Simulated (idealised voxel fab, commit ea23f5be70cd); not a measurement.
Module name: voxel capacitor over wiring (process module)
Cross-sectional view cut (width: 250 nm; square cell size: 5 nm).
Just so we're on the same page, the cross-sections are grids of square cells, and they're listed out in bands top to bottom, each band one or more rows deep. It is stipulated that each band's entry specify, in nanometres, the height of the top of the band and then that of its bottom, followed by the materials of the band in left-to-right sequence, each together with its width in nanometres. A single material marked by the word "everywhere" is understood to fill the band from edge to edge; the word "air" is understood to denote empty space. Counting heights begins at 0, where everything beneath is, in the wafer as received, one material. The lowest band has no bottom; it goes on downwards, as "0 nm and below" shows. Width "30..40": first value at the band's top row of cells, second value at its bottom row, equal change from row to row. "remains unaltered" means the step left every cell of the cross-section as it was. This entry, "Closed internal voids", enumerates those empty regions of no fewer than 8 cells that possess no open connection to the top. Each region is reported in the form width x height at distance, the distance being taken from the left edge, with all three quantities expressed in nm. Step line, after settings: the simulator's comment on this step. When a step includes a mask, the "overlay nm" setting on its line states how far to the right of its planned place that mask lay, and negative values state how far to the left.

[Here's what the planned process steps look like]
1: op RECEIVE | material Si
2: op CONFORMAL_DEP | material SiO2 | thk nm 15
3: op DIRECTIONAL_DEP | material TiN | thk nm 5
4: op DIRECTIONAL_DEP | material W | thk nm 15
5: op MASKED_ETCH | tone cover | mask id METAL_1 | width nm 25 | pitch nm 75 | etch materials W | depth nm 15 | overlay nm 0
6: op MASKED_ETCH | tone cover | mask id METAL_1 | width nm 25 | pitch nm 75 | etch materials TiN | depth nm 5 | overlay nm 0
7: op FILL_DEP | material lowk | thk nm 10
8: op CMP | height nm 35
9: op CONFORMAL_DEP | material SiCN | thk nm 5
10: op DIRECTIONAL_DEP | material SiO2 | thk nm 15
11: op DIRECTIONAL_DEP | material aC | thk nm 15
12: op PATTERN | tone open | mask id PLUG_1 | material resist | width nm 15 | thk nm 30 | overlay nm 0
13: op DIRECTIONAL_ETCH | etch materials aC | depth nm 15
14: op STRIP | etch materials resist
15: op DIRECTIONAL_ETCH | etch materials SiO2 | depth nm 15
16: op DIRECTIONAL_ETCH | etch materials SiCN | depth nm 5
17: op STRIP | etch materials aC
18: op CONFORMAL_DEP | material TiN | thk nm 5
19: op FILL_DEP | material Cu | thk nm 10
20: op CMP | height nm 55
21: op DIRECTIONAL_DEP | material TiN | thk nm 5
22: op DIRECTIONAL_DEP | material Al2O3 | thk nm 5
23: op DIRECTIONAL_DEP | material TiN | thk nm 10
24: op DIRECTIONAL_DEP | material aC | thk nm 10
25: op PATTERN | tone cover | mask id UPPER_PLATE | material resist | width nm 55 | thk nm 30 | overlay nm 0
26: op DIRECTIONAL_ETCH | etch materials aC | depth nm 10
27: op STRIP | etch materials resist
28: op DIRECTIONAL_ETCH | etch materials TiN | depth nm 10
29: op DIRECTIONAL_ETCH | etch materials Al2O3 | depth nm 5
30: op STRIP | etch materials aC
31: op DIRECTIONAL_DEP | material aC | thk nm 15
32: op PATTERN | tone cover | mask id LOWER_PLATE | material resist | width nm 65 | thk nm 30 | overlay nm 0
33: op DIRECTIONAL_ETCH | etch materials aC | depth nm 15
34: op STRIP | etch materials resist
35: op DIRECTIONAL_ETCH | etch materials TiN | depth nm 5
36: op STRIP | etch materials aC
37: op FILL_DEP | material SiO2 | thk nm 20
38: op CMP | height nm 90
39: op DIRECTIONAL_DEP | material aC | thk nm 10
40: op PATTERN | tone open | mask id PLUG_2 | material resist | width nm 15 | thk nm 30 | overlay nm 0
41: op DIRECTIONAL_ETCH | etch materials aC | depth nm 10
42: op STRIP | etch materials resist
43: op DIRECTIONAL_ETCH | etch materials SiO2 | depth nm 15
44: op STRIP | etch materials aC
45: op CONFORMAL_DEP | material TiN | thk nm 5
46: op FILL_DEP | material W | thk nm 5
47: op CMP | height nm 90
48: op CONFORMAL_DEP | material SiCN | thk nm 5

[Cross-section: wafer on arrival = after step 1]
- 0 nm and below = Si everywhere
- Closed internal voids: none

[Cross-sectional result after module completion. Note: starting condition and plan are unchanged from above; one processing mistake was made]
- 95 nm to 90 nm = SiCN everywhere
- 90 nm to 80 nm = SiO2 95 nm / TiN 5 nm / W 5 nm / TiN 5 nm / SiO2 140 nm
- 80 nm to 75 nm = SiO2 95 nm / TiN 15 nm / SiO2 140 nm
- 75 nm to 70 nm = SiO2 everywhere
- 70 nm to 65 nm = SiO2 85 nm / TiN 55 nm / SiO2 110 nm
- 65 nm to 60 nm = SiO2 85 nm / Al2O3 55 nm / SiO2 110 nm
- 60 nm to 55 nm = TiN 80 nm / SiO2 5 nm / TiN 55 nm / SiO2 5 nm / TiN 105 nm
- 55 nm to 40 nm = SiO2 85 nm / TiN 5 nm / Cu 5 nm / TiN 5 nm / SiO2 150 nm
- 40 nm to 35 nm = SiCN 85 nm / TiN 15 nm / SiCN 150 nm
- 35 nm to 20 nm = lowk 75 nm / W 25 nm / lowk 50 nm / W 25 nm / lowk 75 nm
- 20 nm to 15 nm = lowk 75 nm / TiN 25 nm / lowk 50 nm / TiN 25 nm / lowk 75 nm
- 15 nm to 0 nm = SiO2 everywhere
- 0 nm and below = Si everywhere
- Closed internal voids: none
Diagnosis: step 32 ran as: op PATTERN | tone open | mask id LOWER_PLATE | material resist | width nm 65 | thk nm 30 | overlay nm 0
